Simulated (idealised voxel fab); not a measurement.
process module | voxel wiring stack
cross-section cut | 270 nm wide | cells 5 nm
A cross-section is a grid of square cells, given in bands from the top down. A band is one or more rows of cells.
Each band's line starts with the height of the band's top and of its bottom, in nm. Then come its materials from left to right, each with its width in nm. One material with "throughout" fills the band from edge to edge. "air" is empty space.
Height 0 is the level under which the wafer as received is all one material. The lowest band goes on downwards, as in "0 down".
A width such as "30 to 40" changes by the same amount from each row of cells to the next, from the band's top row to its bottom row.
"no change" after a step means that no cell of the cross-section changed.
closed voids: empty space of 8 cells or more with no open way to the top, each as width x height at its distance from the left edge, in nm
after a step's settings: what the simulator itself notes on the step
overlay nm, on a step with a mask: how far to the right of its planned place the mask lay; to the left if negative
plan
1 op RECEIVE | material Si
2 op CONFORMAL_DEP | material SiO2 | thk nm 15
3 op CONFORMAL_DEP | material SiCN | thk nm 5
4 op DIRECTIONAL_DEP | material SiO2 | thk nm 25
5 op MASKED_ETCH | tone open | mask id METAL_1 | width nm 20 | pitch nm 40 | etch materials SiO2 | depth nm 25 | overlay nm 0
6 op MASKED_ETCH | tone open | mask id METAL_1 | width nm 20 | pitch nm 40 | etch materials SiCN | depth nm 5 | overlay nm 0
7 op CONFORMAL_DEP | material TiN | thk nm 5
8 op FILL_DEP | material Cu | thk nm 5
9 op CMP | height nm 45
10 op EPI | material Ru | thk nm 5
11 op FILL_DEP | material SiCN | thk nm 5
12 op DIRECTIONAL_DEP | material lowk | thk nm 10
13 op MASKED_ETCH | tone open | mask id PLUG_1 | width nm 15 | pitch nm 40 | etch materials lowk | depth nm 10 | overlay nm 0
14 op MASKED_ETCH | tone open | mask id PLUG_1 | width nm 15 | pitch nm 40 | etch materials SiCN | depth nm 5 | overlay nm 0
15 op CONFORMAL_DEP | material TiN | thk nm 5
16 op FILL_DEP | material W | thk nm 10
17 op CMP | height nm 65
18 op DIRECTIONAL_DEP | material TiN | thk nm 5
19 op DIRECTIONAL_DEP | material W | thk nm 25
20 op MASKED_ETCH | tone cover | mask id METAL_2 | width nm 20 | pitch nm 40 | etch materials W | depth nm 25 | overlay nm 0
21 op MASKED_ETCH | tone cover | mask id METAL_2 | width nm 20 | pitch nm 40 | etch materials TiN | depth nm 5 | overlay nm 0
22 op CONFORMAL_DEP | material SiCN | thk nm 5
23 op FILL_DEP | material lowk | thk nm 10
24 op CMP | height nm 95
25 op CONFORMAL_DEP | material SiCN | thk nm 5
as received, after step 1
  0 down: Si throughout
  closed voids: none
a wafer at the end: this start, this plan, one mistake
  100 to 95: SiCN throughout
  95 to 75: lowk 90 | SiCN 5 | W 20 | SiCN 5 | lowk 10 | SiCN 5 | W 20 | SiCN 5 | lowk 110
  75 to 70: lowk 90 | SiCN 5 | W 20 | SiCN 20 | W 20 | SiCN 15 | lowk 100
  70 to 65: SiCN 95 | TiN 30 | SiCN 10 | TiN 30 | SiCN 105
  65 to 55: lowk 105 | TiN 5 | W 5 | TiN 5 | lowk 25 | TiN 5 | W 5 | TiN 5 | lowk 110
  55 to 50: SiCN 105 | TiN 15 | SiCN 25 | TiN 15 | SiCN 110
  50 to 45: SiCN 100 | Ru 30 | SiCN 10 | Ru 30 | SiCN 100
  45 to 20: SiO2 105 | TiN 5 | Cu 10 | TiN 5 | SiO2 20 | TiN 5 | Cu 10 | TiN 5 | SiO2 105
  20 to 15: SiCN 105 | TiN 20 | SiCN 20 | TiN 20 | SiCN 105
  15 to 0: SiO2 throughout
  0 down: Si throughout
  closed voids: none
what went wrong: step 20 ran as: op MASKED_ETCH | tone cover | mask id METAL_2 | width nm 20 | pitch nm 40 | etch materials W | depth nm 25 | overlay nm -10
